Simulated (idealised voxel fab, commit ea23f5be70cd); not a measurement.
Process module under the name voxel transistor to metal
This is section cut - it's 155 nm across, gridded in 5 nm square cells.
For the purposes of this document, a cross-section shall be understood as a grid of square cells, specified as bands listed in top-to-bottom order, each band consisting of one or more rows of cells. The entry gives the band's vertical extent as a top height and a bottom height in nm, then its horizontal make-up as materials from left to right, each with a width in nm. "empty" stands for empty space; a single material marked "everywhere" fills the band edge to edge. Note: height 0 marks the level under which the wafer is uniformly one material as received. Lowest band unbounded below, written "0..down". Quick explanation for "30->40": the width changes in equal steps down the rows of cells, from the first number in the band's top row to the second number in its bottom row. Basically "changes: none" means that step didn't change any cell in the cross-section. The label "Completely enclosed voids" introduces a list of the empty spaces, 8 cells or larger, that have no open way up to the top; each entry in it reads width x height at distance, where the distance is taken from the left edge and all three are stated in nm. Post-settings text on a step line: simulator's own remark regarding the step. overlay nm: how far to the right of its planned place the mask lay on this masked step (negative: to the left).

-- These are the steps we planned for the process
| 1 | RECEIVE: material Si |
| 2 | CONFORMAL_DEP: material SiO2, thk nm 5 |
| 3 | CONFORMAL_DEP: material SiN, thk nm 15 |
| 4 | MASKED_ETCH: tone cover, mask id ACTIVE, width nm 120, etch materials SiN, depth nm 15, overlay nm 0 |
| 5 | MASKED_ETCH: tone cover, mask id ACTIVE, width nm 120, etch materials SiO2, depth nm 5, overlay nm 0 |
| 6 | MASKED_ETCH: tone cover, mask id ACTIVE, width nm 120, etch materials Si, depth nm 20, overlay nm 0 |
| 7 | FILL_DEP: material SiO2, thk nm 5 |
| 8 | CMP: height nm 20 |
| 9 | SELECTIVE_ETCH: etch materials SiO2, depth nm 10 |
| 10 | STRIP: etch materials SiN |
| 11 | SELECTIVE_ETCH: etch materials SiO2, depth nm 5 |
| 12 | OXIDIZE: depth nm 5 |
| 13 | DIRECTIONAL_DEP: material polySi, thk nm 20 |
| 14 | DIRECTIONAL_DEP: material SiCN, thk nm 15 |
| 15 | PATTERN: tone cover, mask id GATE, material resist, width nm 30, thk nm 15, overlay nm 0 |
| 16 | DIRECTIONAL_ETCH: etch materials SiCN, depth nm 25 |
| 17 | DIRECTIONAL_ETCH: etch materials polySi, depth nm 30 |
| 18 | STRIP: etch materials resist |
| 19 | CONFORMAL_DEP: material SiN, thk nm 5 |
| 20 | DIRECTIONAL_ETCH: etch materials SiN, depth nm 5 |
| 21 | DIRECTIONAL_ETCH: etch materials SiO2, depth nm 5 |
| 22 | DIRECTIONAL_ETCH: etch materials Si, depth nm 15 |
| 23 | EPI: material SiGe, thk nm 15 |
| 24 | FILL_DEP: material SiO2, thk nm 10 |
| 25 | CMP: height nm 20 |
| 26 | STRIP: etch materials polySi |
| 27 | SELECTIVE_ETCH: etch materials SiO2, depth nm 5 |
| 28 | CONFORMAL_DEP: material HfO2, thk nm 5 |
| 29 | CONFORMAL_DEP: material TiN, thk nm 5 |
| 30 | FILL_DEP: material W, thk nm 10 |
| 31 | CMP: height nm 15 |
| 32 | DIRECTIONAL_DEP: material SiO2, thk nm 15 |
| 33 | PATTERN: tone open, mask id CONTACT, material resist, width nm 20, pitch nm 80, thk nm 20, overlay nm 0 |
| 34 | DIRECTIONAL_ETCH: etch materials SiO2, depth nm 35 |
| 35 | STRIP: etch materials resist |
| 36 | CONFORMAL_DEP: material TiN, thk nm 5 |
| 37 | FILL_DEP: material W, thk nm 5 |
| 38 | CMP: height nm 30 |
| 39 | DIRECTIONAL_DEP: material TiN, thk nm 5 |
| 40 | DIRECTIONAL_DEP: material Ru, thk nm 25 |
| 41 | MASKED_ETCH: tone cover, mask id METAL_1, width nm 20, pitch nm 80, etch materials Ru, depth nm 25, overlay nm 0 |
| 42 | MASKED_ETCH: tone cover, mask id METAL_1, width nm 20, pitch nm 80, etch materials TiN, depth nm 5, overlay nm 0 |
| 43 | FILL_DEP: material lowk, thk nm 10 |
| 44 | CMP: height nm 60 |
| 45 | CONFORMAL_DEP: material SiCN, thk nm 5 |
| 46 | DIRECTIONAL_DEP: material SiO2, thk nm 35 |
| 47 | MASKED_ETCH: tone open, mask id METAL_2, width nm 20, pitch nm 80, etch materials SiO2, depth nm 20, overlay nm -10 |
| 48 | DIRECTIONAL_DEP: material aC, thk nm 10 |
| 49 | PATTERN: tone open, mask id METAL_2_HOLES, material resist, width nm 15, pitch nm 80, thk nm 30, overlay nm 0 |
| 50 | DIRECTIONAL_ETCH: etch materials aC, depth nm 10 |
| 51 | STRIP: etch materials resist |
| 52 | DIRECTIONAL_ETCH: etch materials SiO2, depth nm 15 |
| 53 | DIRECTIONAL_ETCH: etch materials SiCN, depth nm 5 |
| 54 | STRIP: etch materials aC |
| 55 | CONFORMAL_DEP: material TiN, thk nm 5 |
| 56 | FILL_DEP: material Cu, thk nm 10 |
| 57 | CMP: height nm 100 |
| 58 | CONFORMAL_DEP: material SiCN, thk nm 5 |
Wafer-to-wafer difference: overlay nm, step 47. Common start. Plan = first wafer's value.

-- After step 1, as received: first of several wafers, cross-section
> 0..down | Si everywhere
> Completely enclosed voids: none

-- Depicted here is the first of several wafers in cross-section, at module completion following the last step, step 58
> 105..100 | SiCN everywhere
> 100..90 | SiO2 15, then TiN 5, then Cu 15, then TiN 5, then SiO2 55, then TiN 5, then Cu 15, then TiN 5, then SiO2 35
> 90..85 | SiO2 15, then TiN 5, then Cu 10, then TiN 10, then SiO2 55, then TiN 5, then Cu 10, then TiN 10, then SiO2 35
> 85..80 | SiO2 15, then TiN 20, then SiO2 60, then TiN 20, then SiO2 40
> 80..65 | SiO2 25, then TiN 10, then SiO2 70, then TiN 10, then SiO2 40
> 65..60 | SiCN 25, then TiN 10, then SiCN 70, then TiN 10, then SiCN 40
> 60..35 | lowk 25, then Ru 20, then lowk 60, then Ru 20, then lowk 30
> 35..30 | lowk 25, then TiN 20, then lowk 60, then TiN 20, then lowk 30
> 30..15 | SiO2 25, then TiN 5, then W 10, then TiN 5, then SiO2 60, then TiN 5, then W 10, then TiN 5, then SiO2 30
> 15..10 | SiO2 25, then TiN 5, then W 5, then TiN 10, then SiO2 10, then SiN 5, then HfO2 5, then TiN 5, then W 10, then TiN 5, then HfO2 5, then SiN 5, then SiO2 10, then TiN 10, then W 5, then TiN 5, then SiO2 30
> 10..5 | SiO2 25, then TiN 5, then W 5, then TiN 5, then SiGe 15, then SiN 5, then HfO2 5, then TiN 5, then W 10, then TiN 5, then HfO2 5, then SiN 5, then SiGe 15, then TiN 5, then W 5, then TiN 5, then SiO2 30
> 5..0 | SiO2 10, then SiN 5, then SiO2 10, then TiN 5, then W 5, then TiN 5, then SiGe 15, then SiN 5, then HfO2 5, then TiN 20, then HfO2 5, then SiN 5, then SiGe 15, then TiN 5, then W 5, then TiN 5, then SiO2 10, then SiN 5, then SiO2 15
> 0..-5 | SiO2 25, then TiN 15, then SiGe 15, then HfO2 40, then SiGe 15, then TiN 15, then SiO2 30
> -5..-20 | SiO2 15, then SiGe 40, then Si 40, then SiGe 40, then SiO2 20
> -20..down | Si everywhere
> Completely enclosed voids: none

-- Cross-section at module completion, last wafer
> 105..100 | SiCN everywhere
> 100..90 | SiO2 25, then TiN 5, then Cu 25, then TiN 5, then SiO2 45, then TiN 5, then Cu 25, then TiN 5, then SiO2 15
> 90..85 | SiO2 25, then TiN 20, then Cu 10, then TiN 5, then SiO2 45, then TiN 20, then Cu 10, then TiN 5, then SiO2 15
> 85..80 | SiO2 40, then TiN 20, then SiO2 60, then TiN 20, then SiO2 15
> 80..65 | SiO2 everywhere
> 65..60 | SiCN everywhere
> 60..35 | lowk 25, then Ru 20, then lowk 60, then Ru 20, then lowk 30
> 35..30 | lowk 25, then TiN 20, then lowk 60, then TiN 20, then lowk 30
> 30..15 | SiO2 25, then TiN 5, then W 10, then TiN 5, then SiO2 60, then TiN 5, then W 10, then TiN 5, then SiO2 30
> 15..10 | SiO2 25, then TiN 5, then W 5, then TiN 10, then SiO2 10, then SiN 5, then HfO2 5, then TiN 5, then W 10, then TiN 5, then HfO2 5, then SiN 5, then SiO2 10, then TiN 10, then W 5, then TiN 5, then SiO2 30
> 10..5 | SiO2 25, then TiN 5, then W 5, then TiN 5, then SiGe 15, then SiN 5, then HfO2 5, then TiN 5, then W 10, then TiN 5, then HfO2 5, then SiN 5, then SiGe 15, then TiN 5, then W 5, then TiN 5, then SiO2 30
> 5..0 | SiO2 10, then SiN 5, then SiO2 10, then TiN 5, then W 5, then TiN 5, then SiGe 15, then SiN 5, then HfO2 5, then TiN 20, then HfO2 5, then SiN 5, then SiGe 15, then TiN 5, then W 5, then TiN 5, then SiO2 10, then SiN 5, then SiO2 15
> 0..-5 | SiO2 25, then TiN 15, then SiGe 15, then HfO2 40, then SiGe 15, then TiN 15, then SiO2 30
> -5..-20 | SiO2 15, then SiGe 40, then Si 40, then SiGe 40, then SiO2 20
> -20..down | Si everywhere
> Completely enclosed voids: none

-- Per wafer (row), end of module: delta in cells per material since receipt, (+) for gained, (-) for lost; closed voids after that
overlay nm -10 | +16 Cu | +14 HfO2 | +40 Ru | -100 Si | +58 SiCN | +66 SiGe | +8 SiN | +303 SiO2 | +86 TiN | +22 W | +138 lowk | Completely enclosed voids: none
overlay nm -5 | +20 Cu | +14 HfO2 | +40 Ru | -100 Si | +56 SiCN | +66 SiGe | +8 SiN | +303 SiO2 | +84 TiN | +22 W | +138 lowk | Completely enclosed voids: none
overlay nm 0 | +20 Cu | +14 HfO2 | +40 Ru | -100 Si | +56 SiCN | +66 SiGe | +8 SiN | +303 SiO2 | +84 TiN | +22 W | +138 lowk | Completely enclosed voids: none
overlay nm 5 | +16 Cu | +14 HfO2 | +40 Ru | -100 Si | +58 SiCN | +66 SiGe | +8 SiN | +303 SiO2 | +86 TiN | +22 W | +138 lowk | Completely enclosed voids: none
overlay nm 10 | +20 Cu | +14 HfO2 | +40 Ru | -100 Si | +60 SiCN | +66 SiGe | +8 SiN | +303 SiO2 | +80 TiN | +22 W | +138 lowk | Completely enclosed voids: none
overlay nm 15 | +24 Cu | +14 HfO2 | +40 Ru | -100 Si | +62 SiCN | +66 SiGe | +8 SiN | +303 SiO2 | +74 TiN | +22 W | +138 lowk | Completely enclosed voids: none
